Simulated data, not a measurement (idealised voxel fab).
You're looking at the process module voxel released beams.
cross-section cut | 180 nm wide | cells 5 nm
Just so we're on the same page, the cross-sections are grids of square cells, and they're listed out in bands top to bottom, each band one or more rows deep. The band entry comprises the height of the band's top followed by the height of its bottom, expressed in nm, and subsequently the band's materials from left to right, each stated together with its width in nm. Where a single material is marked with the word "throughout", that material fills the band from edge to edge. The word "blank" represents empty space. It should be noted that heights are counted from 0, beneath which the wafer as supplied is of one material throughout, and that the lowest band possesses no lower boundary but continues downward, as written in "0 -> down". With a width like "30->40", each row of cells in the band differs from the next by the same amount, the top row carrying the first number and the bottom row the second. The cross-section has no changed cell in any step marked "everything unchanged". "Unvented voids" lists enclosed empty spaces (at least 8 cells, no open path upward to the top), each as width x height at distance from the left edge, in nm. The remark found on a step's line after its settings is issued by the simulator itself and pertains to that step. Regarding "overlay nm": on a step with a mask, it is the distance the mask lay to the right of its planned place; a negative value places it to the left.
The steps planned for the process are as follows
step 1: RECEIVE, material Si
step 2: CONFORMAL_DEP, material Al2O3, thk nm 5
step 3: DIRECTIONAL_DEP, material SiO2, thk nm 20
step 4: MASKED_ETCH, tone open, mask id ANCHOR, width nm 40, etch materials SiO2, depth nm 20, overlay nm 0
step 5: CONFORMAL_DEP, material SiN, thk nm 15
step 6: PATTERN, tone cover, mask id BEAM, material resist, width nm 105, thk nm 15, overlay nm 0
step 7: DIRECTIONAL_ETCH, etch materials SiN, depth nm 15
step 8: STRIP, etch materials resist
step 9: STRIP, etch materials SiO2
So, the first of our two wafers, run just as we planned it
Cross-section of the wafer upon arrival, representing the state reached after step 1
    0 -> down | Si throughout
    Unvented voids: none
Cross-sectional representation of the wafer at the conclusion of step 2
    5 -> 0 | Al2O3 throughout
    Nothing below the height 0 has changed.
Cross-sectional representation of the wafer at the conclusion of step 3
    25 -> 5 | SiO2 throughout
    Nothing below the height 5 has changed.
Cross-sectional representation of the wafer at the conclusion of step 4
    25 -> 5 | SiO2: 40, blank: 40, SiO2: 100
    Nothing below the height 5 has changed.
Cross-sectional representation of the wafer at the conclusion of step 5
    40 -> 25 | SiN: 55, blank: 10, SiN: 115
    25 -> 20 | SiO2: 40, SiN: 15, blank: 10, SiN: 15, SiO2: 100
    20 -> 5 | SiO2: 40, SiN: 40, SiO2: 100
    Nothing below the height 5 has changed.
Cross-sectional representation of the wafer at the conclusion of step 6
    55 -> 40 | blank: 35, resist: 105, blank: 40
    40 -> 25 | SiN: 55, resist: 10, SiN: 115
    25 -> 20 | SiO2: 40, SiN: 15, resist: 10, SiN: 15, SiO2: 100
    Nothing below the height 20 has changed.
Cross-sectional representation of the wafer at the conclusion of step 7
    55 -> 40 | blank: 35, resist: 105, blank: 40
    40 -> 25 | blank: 35, SiN: 20, resist: 10, SiN: 75, blank: 40
    Nothing below the height 25 has changed.
Cross-sectional representation of the wafer at the conclusion of step 8
    40 -> 25 | blank: 35, SiN: 20, blank: 10, SiN: 75, blank: 40
    25 -> 20 | SiO2: 40, SiN: 15, blank: 10, SiN: 15, SiO2: 100
    Nothing below the height 20 has changed.
Cross-sectional representation of the wafer at the conclusion of step 9
    40 -> 25 | blank: 35, SiN: 20, blank: 10, SiN: 75, blank: 40
    25 -> 20 | blank: 40, SiN: 15, blank: 10, SiN: 15, blank: 100
    20 -> 5 | blank: 40, SiN: 40, blank: 100
    Nothing below the height 5 has changed.
It is to be noted that the second wafer proceeded from the same initial state and according to the same plan as the first, although one mistake was committed in its execution; through step 1, inclusive, the two wafers share an identical history
Second wafer cross-section, taken as of the time the plan sets for step 2 to be done
    20 -> 0 | SiO2 throughout
    Nothing below the height 0 has changed.
Second wafer cross-section, taken as of the time the plan sets for step 3 to be done
    25 -> 20 | Al2O3 throughout
    Nothing below the height 20 has changed.
Second wafer cross-section, taken as of the time the plan sets for step 4 to be done: everything unchanged
Second wafer cross-section, taken as of the time the plan sets for step 5 to be done
    40 -> 25 | SiN throughout
    Nothing below the height 25 has changed.
Second wafer cross-section, taken as of the time the plan sets for step 6 to be done
    55 -> 40 | blank: 35, resist: 105, blank: 40
    Nothing below the height 40 has changed.
Second wafer cross-section, taken as of the time the plan sets for step 7 to be done
    55 -> 40 | blank: 35, resist: 105, blank: 40
    40 -> 25 | blank: 35, SiN: 105, blank: 40
    Nothing below the height 25 has changed.
Second wafer cross-section, taken as of the time the plan sets for step 8 to be done
    40 -> 25 | blank: 35, SiN: 105, blank: 40
    Nothing below the height 25 has changed.
Second wafer cross-section, taken as of the time the plan sets for step 9 to be done: everything unchanged
Diagnosis: steps 2 and 3: order swapped relative to plan
The second wafer ends with more or fewer cells of some materials than the first, per final count: -24 SiN | +144 SiO2
